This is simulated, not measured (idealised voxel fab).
voxel self aligned contacts: a process module
Pictured: cross-section cut, 245 nm wide, on a grid of 5 nm square cells.
Just so we're on the same page, the cross-sections are grids of square cells, and they're listed out in bands top to bottom, each band one or more rows deep.
What a band's entry tells you: where the top is and where the bottom is, as heights in nm, and after that what lies inside, material by material from left to right, each with its width in nm. Empty space is written as the word "blank", and a single material marked with the word "full width" occupies the band from edge to edge.
Beneath 0, the wafer as received is one material, and that level is where height counting begins. The lowest band goes on downward without a bottom; it is written like "0 nm and below".
Quick explanation for "30 to 40": the width changes in equal steps down the rows of cells, from the first number in the band's top row to the second number in its bottom row.
The designation "nothing changed", where it is given for a processing step, indicates that no cell of the cross-section was altered in the course of that step.
If an empty space has no open way to the top and is at least 8 cells in size, "Enclosed internal cavities" lists it, written width x height at distance, where distance is measured from the left edge and every value is in nm.
Read whatever lies past the settings on a step's line as the simulator's own remark about the step.
overlay nm, on a step with a mask: how far to the right of its planned place the mask lay; to the left if negative

## Intended process steps
1,op RECEIVE | material Si
2,op CONFORMAL_DEP | material SiO2 | thk nm 5
3,op DIRECTIONAL_DEP | material polySi | thk nm 20
4,op DIRECTIONAL_DEP | material SiN | thk nm 20
5,op PATTERN | tone cover | mask id GATE | material resist | width nm 35 | pitch nm 70 | thk nm 20 | overlay nm 0
6,op DIRECTIONAL_ETCH | etch materials SiN | depth nm 20
7,op DIRECTIONAL_ETCH | etch materials polySi | depth nm 20
8,op STRIP | etch materials resist
9,op CONFORMAL_DEP | material SiN | thk nm 5
10,op DIRECTIONAL_ETCH | etch materials SiN | depth nm 5
11,op FILL_DEP | material SiO2 | thk nm 10
12,op CMP | height nm 50
13,op DIRECTIONAL_DEP | material aC | thk nm 15
14,op PATTERN | tone open | mask id CONTACT | material resist | width nm 45 | pitch nm 70 | thk nm 35 | overlay nm 0
15,op DIRECTIONAL_ETCH | etch materials aC | depth nm 15
16,op STRIP | etch materials resist
17,op DIRECTIONAL_ETCH | etch materials SiO2 | depth nm 50
18,op STRIP | etch materials aC
19,op CONFORMAL_DEP | material TiN | thk nm 5
20,op FILL_DEP | material W | thk nm 5
21,op CMP | height nm 50
22,op CONFORMAL_DEP | material SiCN | thk nm 5

## Here's what the wafer looked like in cross-section when it arrived - that's after step 1
    0 nm and below = Si full width
    Enclosed internal cavities: none

## Wafer at module end, in section. Began as above, planned as above, run with one mistake
    55 nm to 50 nm = SiCN full width
    50 nm to 45 nm = SiO2 (65) | TiN (25) | W (15) | TiN (5) | SiO2 (25) | TiN (25) | W (15) | TiN (5) | SiO2 (65)
    45 nm to 25 nm = SiO2 (40) | SiN (45) | TiN (5) | W (15) | TiN (5) | SiN (45) | TiN (5) | W (15) | TiN (5) | SiN (45) | SiO2 (20)
    25 nm to 5 nm = SiO2 (40) | SiN (5) | polySi (35) | SiN (5) | TiN (5) | W (15) | TiN (5) | SiN (5) | polySi (35) | SiN (5) | TiN (5) | W (15) | TiN (5) | SiN (5) | polySi (35) | SiN (5) | SiO2 (20)
    5 nm to 0 nm = SiO2 (85) | TiN (25) | SiO2 (45) | TiN (25) | SiO2 (65)
    0 nm and below = Si full width
    Enclosed internal cavities: none
The plan and the run diverged here: so step 5 ended up running with a different setting than we planned, it ran as op PATTERN | tone cover | mask id GATE | material resist | width nm 35 | pitch nm 70 | thk nm 20 | overlay nm 10
